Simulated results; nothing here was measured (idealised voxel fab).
Proc. module: voxel ribs on slabs
Each square cell in cross-section cut measures 5 nm, and the section as a whole is 185 nm wide.
Square cells in a grid make up a cross-section in this document, and the grid is given as bands, listed from the top down, each one or more rows of cells.
The band entry comprises the height of the band's top followed by the height of its bottom, expressed in nm, and subsequently the band's materials from left to right, each stated together with its width in nm. Where a single material is marked with the word "full width", that material fills the band from edge to edge. The word "empty" represents empty space.
Heads up on the height convention: 0 is the point under which the incoming wafer is all one material, and the lowest band has no bottom, it just keeps going down, like "0 nm and below".
Quick explanation for "30 to 40": the width changes in equal steps down the rows of cells, from the first number in the band's top row to the second number in its bottom row.
When a step is marked "changes: none", none of the cells in the cross-section changed during that step.
"Enclosed void catalog": empty spaces of 8 cells or more with no open way to the top, each given as width x height at distance, distance from the left edge, all in nm.
Note: text after step settings on the step line = simulator remark on that step.
overlay nm: step with mask; distance mask lay right of planned place; negative value = left of planned place.
Intended process steps:
| 1 | RECEIVE, material Si |
| 2 | DIRECTIONAL_DEP, material SiO2, thk nm 30 |
| 3 | DIRECTIONAL_DEP, material SiN, thk nm 20 |
| 4 | MASKED_ETCH, tone cover, mask id RIB, width nm 15, etch materials SiN, depth nm 15, overlay nm 0 |
| 5 | MASKED_ETCH, tone cover, mask id SLAB, width nm 65, etch materials SiN, depth nm 5, overlay nm 0 |
| 6 | FILL_DEP, material SiO2, thk nm 20 |
| 7 | CMP, height nm 60 |
| 8 | DIRECTIONAL_DEP, material TiN, thk nm 10 |
| 9 | MASKED_ETCH, tone cover, mask id HEATER, width nm 25, etch materials TiN, depth nm 10, overlay nm 0 |
| 10 | CONFORMAL_DEP, material SiN, thk nm 5 |
Wafer as received: cross-section following step 1:
- 0 nm and below = Si full width
- Enclosed void catalog: none
Cross-section at module end, one run error; start and plan unchanged from above:
- 75 nm to 70 nm = empty (85) / SiN (35) / empty (65)
- 70 nm to 65 nm = empty (85) / SiN (5) / TiN (25) / SiN (5) / empty (65)
- 65 nm to 60 nm = SiN (90) / TiN (25) / SiN (70)
- 60 nm to 50 nm = SiO2 full width
- 50 nm to 35 nm = SiO2 (85) / SiN (15) / SiO2 (85)
- 35 nm to 30 nm = SiO2 (60) / SiN (65) / SiO2 (60)
- 30 nm to 0 nm = SiO2 full width
- 0 nm and below = Si full width
- Enclosed void catalog: none
Against the plan, the run slipped here: planned and actual differ for step 9; actual: MASKED_ETCH, tone cover, mask id HEATER, width nm 25, etch materials TiN, depth nm 10, overlay nm 10
